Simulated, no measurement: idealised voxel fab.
process module | voxel air gaps
The figure presents cross-section cut, which has a width of 280 nm and is divided into square cells with an edge length of 5 nm.
Throughout this document, each cross-section is represented as a grid of square cells and is presented as a sequence of bands enumerated from the top downward, where a band comprises one or more rows of cells.
Basically the band line says how high the top is and how high the bottom is, in nm, and then what's in it from left to right, every material with its width in nm. Empty space shows up as "empty", and if a single material carries "all across" it runs the full band edge to edge.
The reference from which all heights are counted is 0, the level beneath which the as-received wafer is entirely one material; the lowest band, having no lower bound, proceeds downward and is written after the example "z 0 and below".
So if you see something like "30 to 40" for the width, read it as the top row of the band sitting at the first number and the bottom row at the second, with every row in between moving by the same amount as the last.
Take "no change occurred" at face value: in the step it is given for, the cross-section changed in none of its cells.
Empty spaces counting at least 8 cells and having no open way to the top are listed in "Entrapped voids". The notation width x height at distance is used for each, the distance being from the left edge and all three values in nm.
On each step's line, the part that comes after the settings is the simulator's own comment on the step.
overlay nm: step with mask; distance mask lay right of planned place; negative value = left of planned place.

**This section lists the process steps that were planned**
1: RECEIVE,material Si
2: CONFORMAL_DEP,material SiO2,thk nm 10
3: CONFORMAL_DEP,material SiCN,thk nm 5
4: DIRECTIONAL_DEP,material lowk,thk nm 40
5: DIRECTIONAL_DEP,material aC,thk nm 15
6: PATTERN,tone open,mask id LINES,material resist,width nm 25,pitch nm 50,thk nm 30,overlay nm 0
7: DIRECTIONAL_ETCH,etch materials aC,depth nm 15
8: STRIP,etch materials resist
9: DIRECTIONAL_ETCH,etch materials lowk,depth nm 40
10: STRIP,etch materials aC
11: CONFORMAL_DEP,material TiN,thk nm 5
12: FILL_DEP,material Ru,thk nm 10
13: CMP,height nm 55
14: EPI,material Ru,thk nm 10
15: SELECTIVE_ETCH,etch materials lowk,depth nm 50
16: CONFORMAL_DEP,material SiCN,thk nm 5
The value of thk nm given for step 3 in the plan refers to the first wafer; the wafers vary in this setting and are alike at the start.

**Cross-section: the first of several wafers in its as-received state, i.e. following step 1**
	z 0 and below  Si all across
	Entrapped voids: none

**Wafer rows, end of module: cells per material gained (+) or lost (-) since receipt; closed voids last**
thk nm 5, +117 Ru, +188 SiCN, +112 SiO2, +57 TiN, Entrapped voids: 15 x 30 at 105; 15 x 30 at 155
thk nm 10, +108 Ru, +238 SiCN, +112 SiO2, +51 TiN, Entrapped voids: 15 x 25 at 105; 15 x 25 at 155
thk nm 15, +99 Ru, +288 SiCN, +112 SiO2, +45 TiN, Entrapped voids: 15 x 20 at 105; 15 x 20 at 155
thk nm 20, +90 Ru, +338 SiCN, +112 SiO2, +39 TiN, Entrapped voids: 15 x 15 at 105; 15 x 15 at 155
